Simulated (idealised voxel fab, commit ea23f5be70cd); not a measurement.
This is a process module. Its name is voxel transistor to metal.
Cross-sectional view cut (width: 205 nm; square cell size: 5 nm).
Heads up, the way a cross-section reads in here is a grid of square cells, handed over as bands from the top down, with every band being one or more rows of cells.
Quick guide to a band line: top height, bottom height (nm) up front; then every material left to right with its width in nm. Only one material and it's marked "everywhere"? Then it fills the band edge to edge. And "air" just means empty space.
Heights from 0 (as-received wafer is one material below). Bottom band endless downward, as "0 down".
The width entry "30 to 40" should be interpreted row by row: the top row of cells in the band takes the first number, the bottom row takes the second number, and the change between adjacent rows is uniform throughout.
"stayed the same" for a step: no cell of the cross-section changed in that step.
So "Enclosed void listing" is basically the list of trapped voids: any empty space of 8 cells or more that can't reach the top through an opening. They're written width x height at distance, the distance being from the left edge, and it's all nm.
Note: text after step settings on the step line = simulator remark on that step.
"overlay nm" answers the question of how far to the right of plan the mask lay on a step that has a mask, and when it is negative the answer is to the left.
So the way this works: pairs, before and after one process step. The after picture only goes down to the lowest band that actually changed, nothing below. Step and its settings are under each pair. And watch out, pairs might come from different runs of this module, same starting wafer though, so a pair only follows on from the one above if its "Incoming profile" entry tells you so.
-- Incoming profile
- 45 to 25 | SiO2 everywhere
- 25 to 20 | SiCN everywhere
- 20 to 10 | 55 SiO2, then 5 TiN, then 5 W, then 5 TiN, then 65 SiO2, then 5 TiN, then 5 W, then 5 TiN, then 55 SiO2
- 10 to 0 | 55 SiO2, then 5 TiN, then 5 W, then 5 TiN, then 5 SiO2, then 10 SiN, then 5 HfO2, then 5 TiN, then 15 W, then 5 TiN, then 5 HfO2, then 10 SiN, then 5 SiO2, then 5 TiN, then 5 W, then 5 TiN, then 55 SiO2
- 0 to -5 | 55 SiO2, then 5 TiN, then 5 W, then 5 TiN, then 5 SiO2, then 10 SiN, then 5 HfO2, then 25 TiN, then 5 HfO2, then 10 SiN, then 5 SiO2, then 5 TiN, then 5 W, then 5 TiN, then 55 SiO2
- -5 to -10 | 55 SiO2, then 15 TiN, then 5 SiGe, then 5 SiO2, then 45 HfO2, then 5 SiO2, then 5 SiGe, then 15 TiN, then 55 SiO2
- -10 to -20 | 70 to 50 SiO2, then 5 to 25 SiGe, then 55 Si, then 5 to 25 SiGe, then 70 to 50 SiO2
- -20 to -40 | 50 SiO2, then 105 Si, then 50 SiO2
- -40 down | Si everywhere
- Enclosed void listing: none
-- Post-Step Cross-Section
- 60 to 45 | aC everywhere
- Below 45, the layers are the same as they were.
- Enclosed void listing: none
Step between the pre-process and post-process cross-sections given above: DIRECTIONAL_DEP [material aC] [thk nm 15]
Incoming profile: Please consult the pair immediately above; the cross-section it shows after its step is the state before this step.
-- Post-Step Cross-Section
- 90 to 60 | 55 resist, then 15 air, then 65 resist, then 15 air, then 55 resist
- Below 60, the layers are the same as they were.
- Enclosed void listing: none
Step between the pre-process and post-process cross-sections given above: PATTERN [tone open] [mask id METAL_1] [material resist] [width nm 15] [pitch nm 80] [thk nm 30] [overlay nm 0]
Incoming profile: Please consult the pair immediately above; the cross-section it shows after its step is the state before this step.
-- Post-Step Cross-Section
- 75 to 60 | 55 resist, then 15 air, then 65 resist, then 15 air, then 55 resist
- 60 to 45 | 55 aC, then 15 air, then 65 aC, then 15 air, then 55 aC
- Below 45, the layers are the same as they were.
- Enclosed void listing: none
Step between the pre-process and post-process cross-sections given above: DIRECTIONAL_ETCH [etch materials aC] [depth nm 15]
Incoming profile: Please consult the pair immediately above; the cross-section it shows after its step is the state before this step.
-- Post-Step Cross-Section
- 60 to 45 | 55 aC, then 15 air, then 65 aC, then 15 air, then 55 aC
- Below 45, the layers are the same as they were.
- Enclosed void listing: none
Step between the pre-process and post-process cross-sections given above: STRIP [etch materials resist]
Incoming profile: Please consult the pair immediately above; the cross-section it shows after its step is the state before this step.
-- Post-Step Cross-Section
- 60 to 45 | 55 aC, then 15 air, then 65 aC, then 15 air, then 55 aC
- 45 to 25 | 55 SiO2, then 15 air, then 65 SiO2, then 15 air, then 55 SiO2
- Below 25, the layers are the same as they were.
- Enclosed void listing: none
Step between the pre-process and post-process cross-sections given above: DIRECTIONAL_ETCH [etch materials SiO2] [depth nm 20]
Incoming profile: Please consult the pair immediately above; the cross-section it shows after its step is the state before this step.
-- Post-Step Cross-Section
- 60 to 45 | 55 aC, then 15 air, then 65 aC, then 15 air, then 55 aC
- 45 to 25 | 55 SiO2, then 15 air, then 65 SiO2, then 15 air, then 55 SiO2
- 25 to 20 | 55 SiCN, then 15 air, then 65 SiCN, then 15 air, then 55 SiCN
- Below 20, the layers are the same as they were.
- Enclosed void listing: none
Step between the pre-process and post-process cross-sections given above: DIRECTIONAL_ETCH [etch materials SiCN] [depth nm 5]
Incoming profile: Please consult the pair immediately above; the cross-section it shows after its step is the state before this step.
-- Post-Step Cross-Section
- 45 to 25 | 55 SiO2, then 15 air, then 65 SiO2, then 15 air, then 55 SiO2
- Below 25, the layers are the same as they were.
- Enclosed void listing: none
Step between the pre-process and post-process cross-sections given above: STRIP [etch materials aC]
Incoming profile: Please consult the pair immediately above; the cross-section it shows after its step is the state before this step.
-- Post-Step Cross-Section
- 50 to 45 | 60 TiN, then 5 air, then 75 TiN, then 5 air, then 60 TiN
- 45 to 25 | 55 SiO2, then 5 TiN, then 5 air, then 5 TiN, then 65 SiO2, then 5 TiN, then 5 air, then 5 TiN, then 55 SiO2
- 25 to 20 | 55 SiCN, then 15 TiN, then 65 SiCN, then 15 TiN, then 55 SiCN
- Below 20, the layers are the same as they were.
- Enclosed void listing: none
Step between the pre-process and post-process cross-sections given above: CONFORMAL_DEP [material TiN] [thk nm 5]
Incoming profile: Please consult the pair immediately above; the cross-section it shows after its step is the state before this step.
-- Post-Step Cross-Section
- 55 to 50 | W everywhere
- 50 to 45 | 60 TiN, then 5 W, then 75 TiN, then 5 W, then 60 TiN
- 45 to 25 | 55 SiO2, then 5 TiN, then 5 W, then 5 TiN, then 65 SiO2, then 5 TiN, then 5 W, then 5 TiN, then 55 SiO2
- Below 25, the layers are the same as they were.
- Enclosed void listing: none
Step between the pre-process and post-process cross-sections given above: FILL_DEP [material W] [thk nm 5]
Incoming profile: Please consult the pair immediately above; the cross-section it shows after its step is the state before this step.
-- Post-Step Cross-Section
- 45 to 25 | 55 SiO2, then 5 TiN, then 5 W, then 5 TiN, then 65 SiO2, then 5 TiN, then 5 W, then 5 TiN, then 55 SiO2
- Below 25, the layers are the same as they were.
- Enclosed void listing: none
Step between the pre-process and post-process cross-sections given above: CMP [height nm 45]
Incoming profile: Please consult the pair immediately above; the cross-section it shows after its step is the state before this step.
-- Post-Step Cross-Section
- 50 to 45 | 50 air, then 25 Ru, then 55 air, then 25 Ru, then 50 air
- Below 45, the layers are the same as they were.
- Enclosed void listing: none
Step between the pre-process and post-process cross-sections given above: EPI [material Ru] [thk nm 5]
Incoming profile: Please consult the pair immediately above; the cross-section it shows after its step is the state before this step.
-- Post-Step Cross-Section
- 55 to 50 | SiCN everywhere
- 50 to 45 | 50 SiCN, then 25 Ru, then 55 SiCN, then 25 Ru, then 50 SiCN
- Below 45, the layers are the same as they were.
- Enclosed void listing: none
Step between the pre-process and post-process cross-sections given above: FILL_DEP [material SiCN] [thk nm 5]
Incoming profile: Please consult the pair immediately above; the cross-section it shows after its step is the state before this step.
-- Post-Step Cross-Section
- 80 to 55 | SiO2 everywhere
- Below 55, the layers are the same as they were.
- Enclosed void listing: none
Step between the pre-process and post-process cross-sections given above: DIRECTIONAL_DEP [material SiO2] [thk nm 25]
Incoming profile: Please consult the pair immediately above; the cross-section it shows after its step is the state before this step.
-- Post-Step Cross-Section
- 95 to 80 | aC everywhere
- Below 80, the layers are the same as they were.
- Enclosed void listing: none
Step between the pre-process and post-process cross-sections given above: DIRECTIONAL_DEP [material aC] [thk nm 15]
Incoming profile: Please consult the pair immediately above; the cross-section it shows after its step is the state before this step.
-- Post-Step Cross-Section
- 130 to 95 | 55 resist, then 15 air, then 65 resist, then 15 air, then 55 resist
- Below 95, the layers are the same as they were.
- Enclosed void listing: none
Step between the pre-process and post-process cross-sections given above: PATTERN [tone open] [mask id METAL_2] [material resist] [width nm 15] [pitch nm 80] [thk nm 35] [overlay nm 0]
Incoming profile: Please consult the pair immediately above; the cross-section it shows after its step is the state before this step.
-- Post-Step Cross-Section
- 115 to 95 | 55 resist, then 15 air, then 65 resist, then 15 air, then 55 resist
- 95 to 80 | 55 aC, then 15 air, then 65 aC, then 15 air, then 55 aC
- Below 80, the layers are the same as they were.
- Enclosed void listing: none
Step between the pre-process and post-process cross-sections given above: DIRECTIONAL_ETCH [etch materials aC] [depth nm 15]
Incoming profile: Please consult the pair immediately above; the cross-section it shows after its step is the state before this step.
-- Post-Step Cross-Section
- 95 to 80 | 55 aC, then 15 air, then 65 aC, then 15 air, then 55 aC
- Below 80, the layers are the same as they were.
- Enclosed void listing: none
Step between the pre-process and post-process cross-sections given above: STRIP [etch materials resist]
Incoming profile: Please consult the pair immediately above; the cross-section it shows after its step is the state before this step.
-- Post-Step Cross-Section
- 95 to 80 | 55 aC, then 15 air, then 65 aC, then 15 air, then 55 aC
- 80 to 65 | 55 SiO2, then 15 air, then 65 SiO2, then 15 air, then 55 SiO2
- Below 65, the layers are the same as they were.
- Enclosed void listing: none
Step between the pre-process and post-process cross-sections given above: DIRECTIONAL_ETCH [etch materials SiO2] [depth nm 15]
Incoming profile: Please consult the pair immediately above; the cross-section it shows after its step is the state before this step.
-- Post-Step Cross-Section
- 80 to 65 | 55 SiO2, then 15 air, then 65 SiO2, then 15 air, then 55 SiO2
- Below 65, the layers are the same as they were.
- Enclosed void listing: none
Step between the pre-process and post-process cross-sections given above: STRIP [etch materials aC]
Incoming profile: Please consult the pair immediately above; the cross-section it shows after its step is the state before this step.
-- Post-Step Cross-Section
- 100 to 80 | 55 resist, then 15 air, then 65 resist, then 15 air, then 55 resist
- Below 80, the layers are the same as they were.
- Enclosed void listing: none
Step between the pre-process and post-process cross-sections given above: PATTERN [tone open] [mask id METAL_2_HOLES] [material resist] [width nm 15] [pitch nm 80] [thk nm 20] [overlay nm 0]
Incoming profile: Please consult the pair immediately above; the cross-section it shows after its step is the state before this step.
-- Post-Step Cross-Section
- 100 to 80 | 55 resist, then 15 air, then 65 resist, then 15 air, then 55 resist
- 80 to 55 | 55 SiO2, then 15 air, then 65 SiO2, then 15 air, then 55 SiO2
- Below 55, the layers are the same as they were.
- Enclosed void listing: none
Step between the pre-process and post-process cross-sections given above: DIRECTIONAL_ETCH [etch materials SiO2] [depth nm 10]
Incoming profile: Please consult the pair immediately above; the cross-section it shows after its step is the state before this step.
-- Post-Step Cross-Section
- 100 to 80 | 55 resist, then 15 air, then 65 resist, then 15 air, then 55 resist
- 80 to 55 | 55 SiO2, then 15 air, then 65 SiO2, then 15 air, then 55 SiO2
- 55 to 50 | 55 SiCN, then 15 air, then 65 SiCN, then 15 air, then 55 SiCN
- Below 50, the layers are the same as they were.
- Enclosed void listing: none
Step between the pre-process and post-process cross-sections given above: DIRECTIONAL_ETCH [etch materials SiCN] [depth nm 5]
Incoming profile: Please consult the pair immediately above; the cross-section it shows after its step is the state before this step.
-- Post-Step Cross-Section
- 80 to 55 | 55 SiO2, then 15 air, then 65 SiO2, then 15 air, then 55 SiO2
- Below 55, the layers are the same as they were.
- Enclosed void listing: none
Step between the pre-process and post-process cross-sections given above: STRIP [etch materials resist]
Incoming profile: Please consult the pair immediately above; the cross-section it shows after its step is the state before this step.
-- Post-Step Cross-Section
- 85 to 80 | 60 TiN, then 5 air, then 75 TiN, then 5 air, then 60 TiN
- 80 to 55 | 55 SiO2, then 5 TiN, then 5 air, then 5 TiN, then 65 SiO2, then 5 TiN, then 5 air, then 5 TiN, then 55 SiO2
- 55 to 50 | 55 SiCN, then 15 TiN, then 65 SiCN, then 15 TiN, then 55 SiCN
- Below 50, the layers are the same as they were.
- Enclosed void listing: none
Step between the pre-process and post-process cross-sections given above: CONFORMAL_DEP [material TiN] [thk nm 5]
Incoming profile: Please consult the pair immediately above; the cross-section it shows after its step is the state before this step.
-- Post-Step Cross-Section
- 90 to 85 | Ru everywhere
- 85 to 80 | 60 TiN, then 5 Ru, then 75 TiN, then 5 Ru, then 60 TiN
- 80 to 55 | 55 SiO2, then 5 TiN, then 5 Ru, then 5 TiN, then 65 SiO2, then 5 TiN, then 5 Ru, then 5 TiN, then 55 SiO2
- Below 55, the layers are the same as they were.
- Enclosed void listing: none
Step between the pre-process and post-process cross-sections given above: FILL_DEP [material Ru] [thk nm 5]
Incoming profile: Please consult the pair immediately above; the cross-section it shows after its step is the state before this step.
-- Post-Step Cross-Section
- 80 to 55 | 55 SiO2, then 5 TiN, then 5 Ru, then 5 TiN, then 65 SiO2, then 5 TiN, then 5 Ru, then 5 TiN, then 55 SiO2
- Below 55, the layers are the same as they were.
- Enclosed void listing: none
Step between the pre-process and post-process cross-sections given above: CMP [height nm 80]
Incoming profile: Please consult the pair immediately above; the cross-section it shows after its step is the state before this step.
-- Post-Step Cross-Section
- 85 to 80 | SiCN everywhere
- Below 80, the layers are the same as they were.
- Enclosed void listing: none
Step between the pre-process and post-process cross-sections given above: CONFORMAL_DEP [material SiCN] [thk nm 5]
-- Incoming profile
- 15 to 0 | SiN everywhere
- 0 to -5 | SiO2 everywhere
- -5 down | Si everywhere
- Enclosed void listing: none
-- Post-Step Cross-Section
- 35 to 15 | 50 air, then 110 resist, then 45 air
- Below 15, the layers are the same as they were.
- Enclosed void listing: none
Step between the pre-process and post-process cross-sections given above: PATTERN [tone cover] [mask id ACTIVE] [material resist] [width nm 110] [thk nm 20] [overlay nm 0]
Incoming profile: Please consult the pair immediately above; the cross-section it shows after its step is the state before this step.
-- Post-Step Cross-Section
- 35 to 15 | 50 air, then 110 resist, then 45 air
- 15 to 0 | 50 air, then 110 SiN, then 45 air
- Below 0, the layers are the same as they were.
- Enclosed void listing: none
Step between the pre-process and post-process cross-sections given above: DIRECTIONAL_ETCH [etch materials SiN] [depth nm 15]
Incoming profile: Please consult the pair immediately above; the cross-section it shows after its step is the state before this step.
-- Post-Step Cross-Section
- 35 to 15 | 50 air, then 110 resist, then 45 air
- 15 to 0 | 50 air, then 110 SiN, then 45 air
- 0 to -5 | 50 air, then 110 SiO2, then 45 air
- Below -5, the layers are the same as they were.
- Enclosed void listing: none
Step between the pre-process and post-process cross-sections given above: DIRECTIONAL_ETCH [etch materials SiO2] [depth nm 5]
Incoming profile: Please consult the pair immediately above; the cross-section it shows after its step is the state before this step.
-- Post-Step Cross-Section
- 35 to 15 | 50 air, then 110 resist, then 45 air
- 15 to 0 | 50 air, then 110 SiN, then 45 air
- 0 to -5 | 50 air, then 110 SiO2, then 45 air
- -5 to -40 | 50 air, then 110 Si, then 45 air
- Below -40, the layers are the same as they were.
- Enclosed void listing: none
Step between the pre-process and post-process cross-sections given above: DIRECTIONAL_ETCH [etch materials Si] [depth nm 35]
Incoming profile: Please consult the pair immediately above; the cross-section it shows after its step is the state before this step.
-- Post-Step Cross-Section
- 15 to 0 | 50 air, then 110 SiN, then 45 air
- Below 0, the layers are the same as they were.
- Enclosed void listing: none
Step between the pre-process and post-process cross-sections given above: STRIP [etch materials resist]
Incoming profile: Please consult the pair immediately above; the cross-section it shows after its step is the state before this step.
-- Post-Step Cross-Section
- 25 to 15 | SiO2 everywhere
- 15 to 0 | 50 SiO2, then 110 SiN, then 45 SiO2
- 0 to -5 | SiO2 everywhere
- -5 to -40 | 50 SiO2, then 110 Si, then 45 SiO2
- Below -40, the layers are the same as they were.
- Enclosed void listing: none
Step between the pre-process and post-process cross-sections given above: FILL_DEP [material SiO2] [thk nm 10]
Incoming profile: Please consult the pair immediately above; the cross-section it shows after its step is the state before this step.
-- Post-Step Cross-Section
- 15 to 0 | 50 SiO2, then 110 SiN, then 45 SiO2
- Below 0, the layers are the same as they were.
- Enclosed void listing: none
Step between the pre-process and post-process cross-sections given above: CMP [height nm 15]
Incoming profile: Please consult the pair immediately above; the cross-section it shows after its step is the state before this step.
-- Post-Step Cross-Section
- 15 to 0 | 50 air, then 110 SiN, then 45 air
- Below 0, the layers are the same as they were.
- Enclosed void listing: none
Step between the pre-process and post-process cross-sections given above: SELECTIVE_ETCH [etch materials SiO2] [depth nm 15]
Incoming profile: Please consult the pair immediately above; the cross-section it shows after its step is the state before this step.
-- Post-Step Cross-Section
- 0 to -5 | SiO2 everywhere
- Below -5, the layers are the same as they were.
- Enclosed void listing: none
Step between the pre-process and post-process cross-sections given above: STRIP [etch materials SiN]
Incoming profile: Please consult the pair immediately above; the cross-section it shows after its step is the state before this step.
-- Post-Step Cross-Section
- -5 to -40 | 50 SiO2, then 110 Si, then 45 SiO2
- Below -40, the layers are the same as they were.
- Enclosed void listing: none
Step between the pre-process and post-process cross-sections given above: SELECTIVE_ETCH [etch materials SiO2] [depth nm 5]
Incoming profile: Please consult the pair immediately above; the cross-section it shows after its step is the state before this step.
-- Post-Step Cross-Section
- -5 to -10 | SiO2 everywhere
- Below -10, the layers are the same as they were.
- Enclosed void listing: none
Step between the pre-process and post-process cross-sections given above: OXIDIZE [depth nm 5]
Incoming profile: Please consult the pair immediately above; the cross-section it shows after its step is the state before this step.
-- Post-Step Cross-Section
- 15 to -5 | polySi everywhere
- Below -5, the layers are the same as they were.
- Enclosed void listing: none
Step between the pre-process and post-process cross-sections given above: DIRECTIONAL_DEP [material polySi] [thk nm 20]
Incoming profile: Please consult the pair immediately above; the cross-section it shows after its step is the state before this step.
-- Post-Step Cross-Section
- 30 to 15 | SiCN everywhere
- Below 15, the layers are the same as they were.
- Enclosed void listing: none
Step between the pre-process and post-process cross-sections given above: DIRECTIONAL_DEP [material SiCN] [thk nm 15]
Incoming profile: Please consult the pair immediately above; the cross-section it shows after its step is the state before this step.
-- Post-Step Cross-Section
- 30 to 15 | 85 air, then 35 SiCN, then 85 air
- Below 15, the layers are the same as they were.
- Enclosed void listing: none
Step between the pre-process and post-process cross-sections given above: MASKED_ETCH [tone cover] [mask id GATE] [width nm 35] [etch materials SiCN] [depth nm 25] [overlay nm 0]
Incoming profile: Please consult the pair immediately above; the cross-section it shows after its step is the state before this step.
-- Post-Step Cross-Section
- 30 to 15 | 85 air, then 35 SiCN, then 85 air
- 15 to -5 | 85 air, then 35 polySi, then 85 air
- Below -5, the layers are the same as they were.
- Enclosed void listing: none
Step between the pre-process and post-process cross-sections given above: MASKED_ETCH [tone cover] [mask id GATE] [width nm 35] [etch materials polySi] [depth nm 30] [overlay nm 0]
Incoming profile: Please consult the pair immediately above; the cross-section it shows after its step is the state before this step.
-- Post-Step Cross-Section
- 40 to 30 | 75 air, then 55 SiN, then 75 air
- 30 to 15 | 75 air, then 10 SiN, then 35 SiCN, then 10 SiN, then 75 air
- 15 to 5 | 75 air, then 10 SiN, then 35 polySi, then 10 SiN, then 75 air
- 5 to -5 | 85 SiN, then 35 polySi, then 85 SiN
- Below -5, the layers are the same as they were.
- Enclosed void listing: none
Step between the pre-process and post-process cross-sections given above: CONFORMAL_DEP [material SiN] [thk nm 10]
Incoming profile: Please consult the pair immediately above; the cross-section it shows after its step is the state before this step.
-- Post-Step Cross-Section
- 30 to 15 | 75 air, then 10 SiN, then 35 SiCN, then 10 SiN, then 75 air
- 15 to -5 | 75 air, then 10 SiN, then 35 polySi, then 10 SiN, then 75 air
- Below -5, the layers are the same as they were.
- Enclosed void listing: none
Step between the pre-process and post-process cross-sections given above: DIRECTIONAL_ETCH [etch materials SiN] [depth nm 10]
Incoming profile: Please consult the pair immediately above; the cross-section it shows after its step is the state before this step.
-- Post-Step Cross-Section
- 30 to 15 | 75 air, then 10 SiN, then 35 SiCN, then 10 SiN, then 75 air
- 15 to -5 | 75 air, then 10 SiN, then 35 polySi, then 10 SiN, then 75 air
- -5 to -10 | 75 air, then 55 SiO2, then 75 air
- Below -10, the layers are the same as they were.
- Enclosed void listing: none
Step between the pre-process and post-process cross-sections given above: DIRECTIONAL_ETCH [etch materials SiO2] [depth nm 5]
Incoming profile: Please consult the pair immediately above; the cross-section it shows after its step is the state before this step.
-- Post-Step Cross-Section
- 30 to 15 | 75 air, then 10 SiN, then 35 SiCN, then 10 SiN, then 75 air
- 15 to -5 | 75 air, then 10 SiN, then 35 polySi, then 10 SiN, then 75 air
- -5 to -10 | 75 air, then 55 SiO2, then 75 air
- -10 to -20 | 50 SiO2, then 25 air, then 55 Si, then 30 air, then 45 SiO2
- Below -20, the layers are the same as they were.
- Enclosed void listing: none
Step between the pre-process and post-process cross-sections given above: DIRECTIONAL_ETCH [etch materials Si] [depth nm 10]
Incoming profile: Please consult the pair immediately above; the cross-section it shows after its step is the state before this step.
-- Post-Step Cross-Section
- 30 to 15 | 75 air, then 10 SiN, then 35 SiCN, then 10 SiN, then 75 air
- 15 to 0 | 75 air, then 10 SiN, then 35 polySi, then 10 SiN, then 75 air
- 0 to -5 | 65 air, then 10 SiGe, then 10 SiN, then 35 polySi, then 10 SiN, then 10 SiGe, then 65 air
- -5 to -10 | 65 air, then 10 SiGe, then 55 SiO2, then 10 SiGe, then 65 air
- -10 to -20 | 50 SiO2, then 25 SiGe, then 55 Si, then 30 SiGe, then 45 SiO2
- Below -20, the layers are the same as they were.
- Enclosed void listing: none
Step between the pre-process and post-process cross-sections given above: EPI [material SiGe] [thk nm 10]
Incoming profile: Please consult the pair immediately above; the cross-section it shows after its step is the state before this step.
-- Post-Step Cross-Section
- 35 to 30 | SiO2 everywhere
- 30 to 15 | 75 SiO2, then 10 SiN, then 35 SiCN, then 10 SiN, then 75 SiO2
- 15 to 0 | 75 SiO2, then 10 SiN, then 35 polySi, then 10 SiN, then 75 SiO2
- 0 to -5 | 65 SiO2, then 10 SiGe, then 10 SiN, then 35 polySi, then 10 SiN, then 10 SiGe, then 65 SiO2
- -5 to -10 | 65 SiO2, then 10 SiGe, then 55 SiO2, then 10 SiGe, then 65 SiO2
- Below -10, the layers are the same as they were.
- Enclosed void listing: none
Step between the pre-process and post-process cross-sections given above: FILL_DEP [material SiO2] [thk nm 5]
Incoming profile: Please consult the pair immediately above; the cross-section it shows after its step is the state before this step.
-- Post-Step Cross-Section
- 15 to 0 | 75 SiO2, then 10 SiN, then 35 polySi, then 10 SiN, then 75 SiO2
- Below 0, the layers are the same as they were.
- Enclosed void listing: none
Step between the pre-process and post-process cross-sections given above: CMP [height nm 15]
Incoming profile: Please consult the pair immediately above; the cross-section it shows after its step is the state before this step.
-- Post-Step Cross-Section
- 15 to 0 | 75 SiO2, then 10 SiN, then 35 air, then 10 SiN, then 75 SiO2
- 0 to -5 | 65 SiO2, then 10 SiGe, then 10 SiN, then 35 air, then 10 SiN, then 10 SiGe, then 65 SiO2
- Below -5, the layers are the same as they were.
- Enclosed void listing: none
Step between the pre-process and post-process cross-sections given above: STRIP [etch materials polySi]
Incoming profile: Please consult the pair immediately above; the cross-section it shows after its step is the state before this step.
-- Post-Step Cross-Section
- 15 to 10 | 75 air, then 10 SiN, then 35 air, then 10 SiN, then 75 air
- 10 to 0 | 75 SiO2, then 10 SiN, then 35 air, then 10 SiN, then 75 SiO2
- 0 to -5 | 65 SiO2, then 10 SiGe, then 10 SiN, then 35 air, then 10 SiN, then 10 SiGe, then 65 SiO2
- -5 to -10 | 65 SiO2, then 10 SiGe, then 5 SiO2, then 45 air, then 5 SiO2, then 10 SiGe, then 65 SiO2
- Below -10, the layers are the same as they were.
- Enclosed void listing: none
Step between the pre-process and post-process cross-sections given above: SELECTIVE_ETCH [etch materials SiO2] [depth nm 5]
Incoming profile: Please consult the pair immediately above; the cross-section it shows after its step is the state before this step.
-- Post-Step Cross-Section
- 20 to 15 | 70 air, then 20 HfO2, then 25 air, then 20 HfO2, then 70 air
- 15 to 10 | 75 HfO2, then 10 SiN, then 5 HfO2, then 25 air, then 5 HfO2, then 10 SiN, then 75 HfO2
- 10 to 0 | 75 SiO2, then 10 SiN, then 5 HfO2, then 25 air, then 5 HfO2, then 10 SiN, then 75 SiO2
- 0 to -5 | 65 SiO2, then 10 SiGe, then 10 SiN, then 5 HfO2, then 25 air, then 5 HfO2, then 10 SiN, then 10 SiGe, then 65 SiO2
- -5 to -10 | 65 SiO2, then 10 SiGe, then 5 SiO2, then 45 HfO2, then 5 SiO2, then 10 SiGe, then 65 SiO2
- Below -10, the layers are the same as they were.
- Enclosed void listing: none
Step between the pre-process and post-process cross-sections given above: CONFORMAL_DEP [material HfO2] [thk nm 5]
Incoming profile: Please consult the pair immediately above; the cross-section it shows after its step is the state before this step.
-- Post-Step Cross-Section
- 25 to 20 | 65 air, then 30 TiN, then 15 air, then 30 TiN, then 65 air
- 20 to 15 | 70 TiN, then 20 HfO2, then 5 TiN, then 15 air, then 5 TiN, then 20 HfO2, then 70 TiN
- 15 to 10 | 75 HfO2, then 10 SiN, then 5 HfO2, then 5 TiN, then 15 air, then 5 TiN, then 5 HfO2, then 10 SiN, then 75 HfO2
- 10 to 0 | 75 SiO2, then 10 SiN, then 5 HfO2, then 5 TiN, then 15 air, then 5 TiN, then 5 HfO2, then 10 SiN, then 75 SiO2
- 0 to -5 | 65 SiO2, then 10 SiGe, then 10 SiN, then 5 HfO2, then 25 TiN, then 5 HfO2, then 10 SiN, then 10 SiGe, then 65 SiO2
- Below -5, the layers are the same as they were.
- Enclosed void listing: none
Step between the pre-process and post-process cross-sections given above: CONFORMAL_DEP [material TiN] [thk nm 5]
Incoming profile: Please consult the pair immediately above; the cross-section it shows after its step is the state before this step.
-- Post-Step Cross-Section
- 30 to 25 | W everywhere
- 25 to 20 | 65 W, then 30 TiN, then 15 W, then 30 TiN, then 65 W
- 20 to 15 | 70 TiN, then 20 HfO2, then 5 TiN, then 15 W, then 5 TiN, then 20 HfO2, then 70 TiN
- 15 to 10 | 75 HfO2, then 10 SiN, then 5 HfO2, then 5 TiN, then 15 W, then 5 TiN, then 5 HfO2, then 10 SiN, then 75 HfO2
- 10 to 0 | 75 SiO2, then 10 SiN, then 5 HfO2, then 5 TiN, then 15 W, then 5 TiN, then 5 HfO2, then 10 SiN, then 75 SiO2
- Below 0, the layers are the same as they were.
- Enclosed void listing: none
Step between the pre-process and post-process cross-sections given above: FILL_DEP [material W] [thk nm 5]
Incoming profile: Please consult the pair immediately above; the cross-section it shows after its step is the state before this step.
-- Post-Step Cross-Section
- 10 to 0 | 75 SiO2, then 10 SiN, then 5 HfO2, then 5 TiN, then 15 W, then 5 TiN, then 5 HfO2, then 10 SiN, then 75 SiO2
- Below 0, the layers are the same as they were.
- Enclosed void listing: none
Step between the pre-process and post-process cross-sections given above: CMP [height nm 10]
Incoming profile: Please consult the pair immediately above; the cross-section it shows after its step is the state before this step.
-- Post-Step Cross-Section
- 20 to 10 | SiO2 everywhere
- Below 10, the layers are the same as they were.
- Enclosed void listing: none
Step between the pre-process and post-process cross-sections given above: DIRECTIONAL_DEP [material SiO2] [thk nm 10]
Incoming profile: Please consult the pair immediately above; the cross-section it shows after its step is the state before this step.
-- Post-Step Cross-Section
- 20 to 10 | 55 SiO2, then 15 air, then 65 SiO2, then 15 air, then 55 SiO2
- 10 to 0 | 55 SiO2, then 15 air, then 5 SiO2, then 10 SiN, then 5 HfO2, then 5 TiN, then 15 W, then 5 TiN, then 5 HfO2, then 10 SiN, then 5 SiO2, then 15 air, then 55 SiO2
- 0 to -5 | 55 SiO2, then 10 air, then 10 SiGe, then 10 SiN, then 5 HfO2, then 25 TiN, then 5 HfO2, then 10 SiN, then 10 SiGe, then 10 air, then 55 SiO2
- -5 to -10 | 55 SiO2, then 10 air, then 10 SiGe, then 5 SiO2, then 45 HfO2, then 5 SiO2, then 10 SiGe, then 10 air, then 55 SiO2
- Below -10, the layers are the same as they were.
- Enclosed void listing: none
Step between the pre-process and post-process cross-sections given above: MASKED_ETCH [tone open] [mask id CONTACT] [width nm 15] [pitch nm 80] [etch materials SiO2] [depth nm 30] [overlay nm 0]
Incoming profile: Please consult the pair immediately above; the cross-section it shows after its step is the state before this step.
-- Post-Step Cross-Section
- 25 to 20 | 60 TiN, then 5 air, then 75 TiN, then 5 air, then 60 TiN
- 20 to 10 | 55 SiO2, then 5 TiN, then 5 air, then 5 TiN, then 65 SiO2, then 5 TiN, then 5 air, then 5 TiN, then 55 SiO2
- 10 to 5 | 55 SiO2, then 5 TiN, then 5 air, then 5 TiN, then 5 SiO2, then 10 SiN, then 5 HfO2, then 5 TiN, then 15 W, then 5 TiN, then 5 HfO2, then 10 SiN, then 5 SiO2, then 5 TiN, then 5 air, then 5 TiN, then 55 SiO2
- 5 to 0 | 55 SiO2, then 15 TiN, then 5 SiO2, then 10 SiN, then 5 HfO2, then 5 TiN, then 15 W, then 5 TiN, then 5 HfO2, then 10 SiN, then 5 SiO2, then 15 TiN, then 55 SiO2
- 0 to -5 | 55 SiO2, then 10 TiN, then 10 SiGe, then 10 SiN, then 5 HfO2, then 25 TiN, then 5 HfO2, then 10 SiN, then 10 SiGe, then 10 TiN, then 55 SiO2
- -5 to -10 | 55 SiO2, then 10 TiN, then 10 SiGe, then 5 SiO2, then 45 HfO2, then 5 SiO2, then 10 SiGe, then 10 TiN, then 55 SiO2
- Below -10, the layers are the same as they were.
- Enclosed void listing: none
Step between the pre-process and post-process cross-sections given above: CONFORMAL_DEP [material TiN] [thk nm 5]
Incoming profile: Please consult the pair immediately above; the cross-section it shows after its step is the state before this step.
-- Post-Step Cross-Section
- 35 to 25 | W everywhere
- 25 to 20 | 60 TiN, then 5 W, then 75 TiN, then 5 W, then 60 TiN
- 20 to 10 | 55 SiO2, then 5 TiN, then 5 W, then 5 TiN, then 65 SiO2, then 5 TiN, then 5 W, then 5 TiN, then 55 SiO2
- 10 to 5 | 55 SiO2, then 5 TiN, then 5 W, then 5 TiN, then 5 SiO2, then 10 SiN, then 5 HfO2, then 5 TiN, then 15 W, then 5 TiN, then 5 HfO2, then 10 SiN, then 5 SiO2, then 5 TiN, then 5 W, then 5 TiN, then 55 SiO2
- Below 5, the layers are the same as they were.
- Enclosed void listing: none
Step between the pre-process and post-process cross-sections given above: FILL_DEP [material W] [thk nm 10]
